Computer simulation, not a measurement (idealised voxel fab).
The process module that follows is named voxel gate over fins.
The cross-section on display is named cut; it measures 235 nm wide, and its cells are 5 nm squares.
Cross-section spec: square-cell grid; bands listed top down; each band is one or more rows. It is stipulated that each band's entry specify, in nanometres, the height of the top of the band and then that of its bottom, followed by the materials of the band in left-to-right sequence, each together with its width in nanometres. A single material marked by the word "edge to edge" is understood to fill the band from edge to edge; the word "air" is understood to denote empty space. Height reference: 0 = level under which incoming wafer is all one material. Lowest band: no bottom, runs on downward, e.g. "0 and below". Note: "30->40" means the width goes from the first number (top row of the band) to the second number (bottom row) in equal steps per row of cells. "no modification", as given for a step, is the statement that not any cell of the cross-section underwent a change during that step. So "Tabulated closed voids" is basically the list of trapped voids: any empty space of 8 cells or more that can't reach the top through an opening. They're written width x height at distance, the distance being from the left edge, and it's all nm. Formally, on a step line, whatever follows the settings is a remark that the simulator itself makes on the step. overlay nm: how far to the right of its planned place the mask lay on this masked step (negative: to the left).

-- Planned process steps
1: RECEIVE (material Si)
2: CONFORMAL_DEP (material SiN; thk nm 5)
3: MASKED_ETCH (tone cover; mask id FINS; width nm 15; pitch nm 50; etch materials SiN; depth nm 5; overlay nm 0)
4: MASKED_ETCH (tone cover; mask id FINS; width nm 15; pitch nm 50; etch materials Si; depth nm 35; overlay nm 0)
5: FILL_DEP (material SiO2; thk nm 10)
6: CMP (height nm 5)
7: DIRECTIONAL_DEP (material aC; thk nm 10)
8: PATTERN (tone open; mask id RAIL; material resist; width nm 15; thk nm 30; overlay nm 0)
9: DIRECTIONAL_ETCH (etch materials aC; depth nm 10)
10: STRIP (etch materials resist)
11: DIRECTIONAL_ETCH (etch materials SiO2; depth nm 35)
12: STRIP (etch materials aC)
13: CONFORMAL_DEP (material TiN; thk nm 5)
14: FILL_DEP (material W; thk nm 10)
15: CMP (height nm 5)
16: SELECTIVE_ETCH (etch materials W Ru TiN; depth nm 20)
17: FILL_DEP (material SiO2; thk nm 5)
18: CMP (height nm 5)
19: SELECTIVE_ETCH (etch materials SiO2; depth nm 15)
20: STRIP (etch materials SiN)
21: CONFORMAL_DEP (material HfO2; thk nm 5)
22: CONFORMAL_DEP (material TiN; thk nm 5)
23: CONFORMAL_DEP (material TiAl; thk nm 5)
24: CONFORMAL_DEP (material TiN; thk nm 5)
25: FILL_DEP (material W; thk nm 15)
26: CMP (height nm 30)
27: CONFORMAL_DEP (material SiCN; thk nm 10)

-- Cross-section of the wafer at receipt, which is the condition after step 1
    0 and below = Si edge to edge
    Tabulated closed voids: none

-- Cross-section, first of two wafers, end of module, run as planned
    40 down to 30 = SiCN edge to edge
    30 down to 20 = W edge to edge
    20 down to 15 = W: 15  TiN: 205  W: 15
    15 down to 10 = W: 15  TiN: 5  TiAl: 45  TiN: 5  TiAl: 45  TiN: 5  TiAl: 45  TiN: 5  TiAl: 45  TiN: 5  W: 15
    10 down to 5 = TiN: 20  TiAl: 5  TiN: 35  TiAl: 5  TiN: 5  TiAl: 5  TiN: 35  TiAl: 5  TiN: 5  TiAl: 5  TiN: 35  TiAl: 5  TiN: 5  TiAl: 5  TiN: 35  TiAl: 5  TiN: 20
    5 down to 0 = TiAl: 25  TiN: 5  HfO2: 25  TiN: 5  TiAl: 15  TiN: 5  HfO2: 25  TiN: 5  TiAl: 15  TiN: 5  HfO2: 25  TiN: 5  TiAl: 15  TiN: 5  HfO2: 25  TiN: 5  TiAl: 25
    0 down to -5 = TiN: 30  HfO2: 5  Si: 15  HfO2: 5  TiN: 25  HfO2: 5  Si: 15  HfO2: 5  TiN: 25  HfO2: 5  Si: 15  HfO2: 5  TiN: 25  HfO2: 5  Si: 15  HfO2: 5  TiN: 30
    -5 down to -10 = HfO2: 35  Si: 15  HfO2: 35  Si: 15  HfO2: 35  Si: 15  HfO2: 35  Si: 15  HfO2: 35
    -10 down to -15 = SiO2: 35  Si: 15  SiO2: 35  Si: 15  SiO2: 35  Si: 15  SiO2: 35  Si: 15  SiO2: 35
    -15 down to -25 = SiO2: 35  Si: 15  SiO2: 10  TiN: 5  W: 5  TiN: 5  SiO2: 10  Si: 15  SiO2: 35  Si: 15  SiO2: 35  Si: 15  SiO2: 35
    -25 down to -30 = SiO2: 35  Si: 15  SiO2: 10  TiN: 15  SiO2: 10  Si: 15  SiO2: 35  Si: 15  SiO2: 35  Si: 15  SiO2: 35
    -30 down to -35 = SiO2: 35  Si: 15  SiO2: 35  Si: 15  SiO2: 35  Si: 15  SiO2: 35  Si: 15  SiO2: 35
    -35 and below = Si edge to edge
    Tabulated closed voids: none

-- The second wafer, shown in cross-section after the module: started the same way as the first and given the same plan, yet one mistake crept into how it was run
    40 down to 30 = SiCN edge to edge
    30 down to 15 = W edge to edge
    15 down to 5 = W: 20  TiN: 45  W: 5  TiN: 45  W: 5  TiN: 45  W: 5  TiN: 45  W: 20
    5 down to 0 = TiN: 30  HfO2: 25  TiN: 25  HfO2: 25  TiN: 25  HfO2: 25  TiN: 25  HfO2: 25  TiN: 30
    0 down to -5 = TiN: 30  HfO2: 5  Si: 15  HfO2: 5  TiN: 25  HfO2: 5  Si: 15  HfO2: 5  TiN: 25  HfO2: 5  Si: 15  HfO2: 5  TiN: 25  HfO2: 5  Si: 15  HfO2: 5  TiN: 30
    -5 down to -10 = HfO2: 35  Si: 15  HfO2: 35  Si: 15  HfO2: 35  Si: 15  HfO2: 35  Si: 15  HfO2: 35
    -10 down to -15 = SiO2: 35  Si: 15  SiO2: 35  Si: 15  SiO2: 35  Si: 15  SiO2: 35  Si: 15  SiO2: 35
    -15 down to -25 = SiO2: 35  Si: 15  SiO2: 10  TiN: 5  W: 5  TiN: 5  SiO2: 10  Si: 15  SiO2: 35  Si: 15  SiO2: 35  Si: 15  SiO2: 35
    -25 down to -30 = SiO2: 35  Si: 15  SiO2: 10  TiN: 15  SiO2: 10  Si: 15  SiO2: 35  Si: 15  SiO2: 35  Si: 15  SiO2: 35
    -30 down to -35 = SiO2: 35  Si: 15  SiO2: 35  Si: 15  SiO2: 35  Si: 15  SiO2: 35  Si: 15  SiO2: 35
    -35 and below = Si edge to edge
    Tabulated closed voids: none
Nonconformance to the process plan: step 23 of the plan never got run, it was skipped over
Cell-count delta at end, second wafer over first, by material: -63 TiAl | +6 TiN | +57 W
